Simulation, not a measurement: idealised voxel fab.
The name of this process module is voxel spacer lines.
Cross-section cut spans 145 nm and uses square cells 5 nm in size.
When this document writes out a cross-section, it uses a grid of square cells and lists it as bands, beginning at the top and moving down, with a band standing for one or more rows of cells. Heads up on the band format: heights come first, top then bottom, in nm. After that it's the materials left to right, each with its width in nm. A single material flagged "all across" fills the whole band edge to edge, and "air" means there's empty space there. Height reference: 0 = level under which incoming wafer is all one material. Lowest band: no bottom, runs on downward, e.g. "0 and below". The two numbers in a width such as "30 to 40" mark its ends across the band: the first belongs to the top row of cells, the second to the bottom row, and from each row to the next the width moves by the same amount. "nothing different" (step): cross-section cells unchanged, all of them. "Voids, enclosed" specifies each empty space that is not open to the top and that occupies no fewer than 8 cells, using the form width x height at distance, the distance measured from the left edge and all three quantities in nm. It should be noted that, on the line of a given step, the content following the step's settings is a remark produced by the simulator itself with respect to that step. The optional step-line setting "overlay nm" applies to steps with a mask and quantifies how far to the right of its planned location the mask lay, a negative value indicating leftward placement.

# Planned step list for the process
1,RECEIVE | material Si
2,CONFORMAL_DEP | material Al2O3 | thk nm 5
3,DIRECTIONAL_DEP | material TiN | thk nm 20
4,DIRECTIONAL_DEP | material polySi | thk nm 30
5,PATTERN | tone cover | mask id MANDREL | material resist | width nm 15 | pitch nm 50 | thk nm 35 | overlay nm 0
6,DIRECTIONAL_ETCH | etch materials polySi | depth nm 30
7,STRIP | etch materials resist
8,CONFORMAL_DEP | material SiO2 | thk nm 5
9,DIRECTIONAL_ETCH | etch materials SiO2 | depth nm 10
10,STRIP | etch materials polySi
11,DIRECTIONAL_ETCH | etch materials TiN | depth nm 20
12,STRIP | etch materials SiO2
13,FILL_DEP | material lowk | thk nm 5
14,CMP | height nm 25
Wafers differ in thk nm at step 8; plan lists the first wafer's value; identical starting state.

# As-received cross-section, first of several wafers, post step 1
* 0 and below | Si all across
* Voids, enclosed: none

# The first of several wafers, seen in cross-section after the module's last step, step 14
* 25 down to 5 | 10 of lowk | 5 of TiN | 15 of lowk | 5 of TiN | 25 of lowk | 5 of TiN | 15 of lowk | 5 of TiN | 25 of lowk | 5 of TiN | 15 of lowk | 5 of TiN | 10 of lowk
* 5 down to 0 | Al2O3 all across
* 0 and below | Si all across
* Voids, enclosed: none

# Last wafer, end of module, cross-section
* 25 down to 5 | TiN all across
* 5 down to 0 | Al2O3 all across
* 0 and below | Si all across
* Voids, enclosed: none

# End of module, by wafer: material-by-material cell gain (+) or loss (-) since receipt, then closed voids
thk nm 5; +29 Al2O3; +24 TiN; +92 lowk; Voids, enclosed: none
thk nm 10; +29 Al2O3; +48 TiN; +68 lowk; Voids, enclosed: none
thk nm 15; +29 Al2O3; +116 TiN; Voids, enclosed: none
thk nm 20; +29 Al2O3; +116 TiN; Voids, enclosed: none
thk nm 25; +29 Al2O3; +116 TiN; Voids, enclosed: none
